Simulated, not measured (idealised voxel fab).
The document below concerns the process module designated voxel self aligned vias.
Xsec cut, 275 nm wide, square cell size 5 nm.
Notation: cross-section as square-cell grid; stated in bands, top first, going down; one or more cell rows per band. Heads up on the band format: heights come first, top then bottom, in nm. After that it's the materials left to right, each with its width in nm. A single material flagged "full width" fills the whole band edge to edge, and "air" means there's empty space there. Heights from 0 (as-received wafer is one material below). Bottom band endless downward, as "0..down". You'd read "30 to 40" like this: the band's top row of cells is as wide as the first number, its bottom row is as wide as the second, and going down, every row changes width by the same amount as the row before did. The designation "nothing changed", where it is given for a processing step, indicates that no cell of the cross-section was altered in the course of that step. You'll see "Closed void entries" listing empty spaces that have no way open to the top, as long as they're 8 cells or more; the notation is width x height at distance, where the distance is from the left edge, and all of it is in nm. The remark found on a step's line after its settings is issued by the simulator itself and pertains to that step. What "overlay nm" on a step's line means: if the step has a mask, that mask lay this far to the right of its planned place, or, when the value is negative, to the left.
## Process steps (planned)
1,RECEIVE,material Si
2,CONFORMAL_DEP,material SiO2,thk nm 15
3,CONFORMAL_DEP,material SiCN,thk nm 5
4,DIRECTIONAL_DEP,material SiO2,thk nm 25
5,DIRECTIONAL_DEP,material aC,thk nm 15
6,PATTERN,tone open,mask id LINES,material resist,width nm 30,pitch nm 70,thk nm 30,overlay nm 0
7,DIRECTIONAL_ETCH,etch materials aC,depth nm 15
8,STRIP,etch materials resist
9,DIRECTIONAL_ETCH,etch materials SiO2,depth nm 25
10,STRIP,etch materials aC
11,CONFORMAL_DEP,material TiN,thk nm 5
12,FILL_DEP,material W,thk nm 5
13,CMP,height nm 45
14,SELECTIVE_ETCH,etch materials W Ru TiN,depth nm 10
15,FILL_DEP,material SiN,thk nm 10
16,CMP,height nm 45
17,DIRECTIONAL_DEP,material SiO2,thk nm 15
18,PATTERN,tone open,mask id VIAS,material resist,width nm 40,pitch nm 70,thk nm 15,overlay nm 0
19,DIRECTIONAL_ETCH,etch materials SiO2,depth nm 15
20,DIRECTIONAL_ETCH,etch materials SiN,depth nm 10
21,STRIP,etch materials resist
22,CONFORMAL_DEP,material TiN,thk nm 5
23,FILL_DEP,material Cu,thk nm 10
24,CMP,height nm 60
25,CONFORMAL_DEP,material SiCN,thk nm 5
## Cross-section, incoming material, after step 1
> 0..down: Si full width
> Closed void entries: none
## The first of two wafers, cross-sectioned at the end of the module, with the run proceeding as planned
> 65..60: SiCN full width
> 60..50: SiO2: 80, then TiN: 5, then Cu: 30, then TiN: 5, then SiO2: 30, then TiN: 5, then Cu: 30, then TiN: 5, then SiO2: 85
> 50..40: SiO2: 80 to 85, then TiN: 10 to 5, then Cu: 20, then TiN: 10 to 5, then SiO2: 30 to 40, then TiN: 10 to 5, then Cu: 20, then TiN: 10 to 5, then SiO2: 85 to 90
> 40..35: SiO2: 85, then TiN: 30, then SiO2: 40, then TiN: 30, then SiO2: 90
> 35..25: SiO2: 85, then TiN: 5, then W: 20, then TiN: 5, then SiO2: 40, then TiN: 5, then W: 20, then TiN: 5, then SiO2: 90
> 25..20: SiO2: 85, then TiN: 30, then SiO2: 40, then TiN: 30, then SiO2: 90
> 20..15: SiCN full width
> 15..0: SiO2 full width
> 0..down: Si full width
> Closed void entries: none
## Here's the second of our two wafers sectioned at module end. Same start as the first, same plan, but one mistake got made running it
> 65..60: SiCN full width
> 60..50: SiO2: 80, then TiN: 5, then Cu: 30, then TiN: 5, then SiO2: 30, then TiN: 5, then Cu: 30, then TiN: 5, then SiO2: 85
> 50..45: SiO2: 80, then TiN: 40, then SiO2: 30, then TiN: 40, then SiO2: 85
> 45..35: SiO2: 85, then Ru: 30, then SiO2: 40, then Ru: 30, then SiO2: 90
> 35..25: SiO2: 85, then TiN: 5, then W: 20, then TiN: 5, then SiO2: 40, then TiN: 5, then W: 20, then TiN: 5, then SiO2: 90
> 25..20: SiO2: 85, then TiN: 30, then SiO2: 40, then TiN: 30, then SiO2: 90
> 20..15: SiCN full width
> 15..0: SiO2 full width
> 0..down: Si full width
> Closed void entries: none
So what did we get wrong on this run? step 15 went in with a setting other than planned; the actual run was FILL_DEP,material Ru,thk nm 10
at the end the second wafer has, in cells: -16 Cu; +24 Ru; -8 TiN
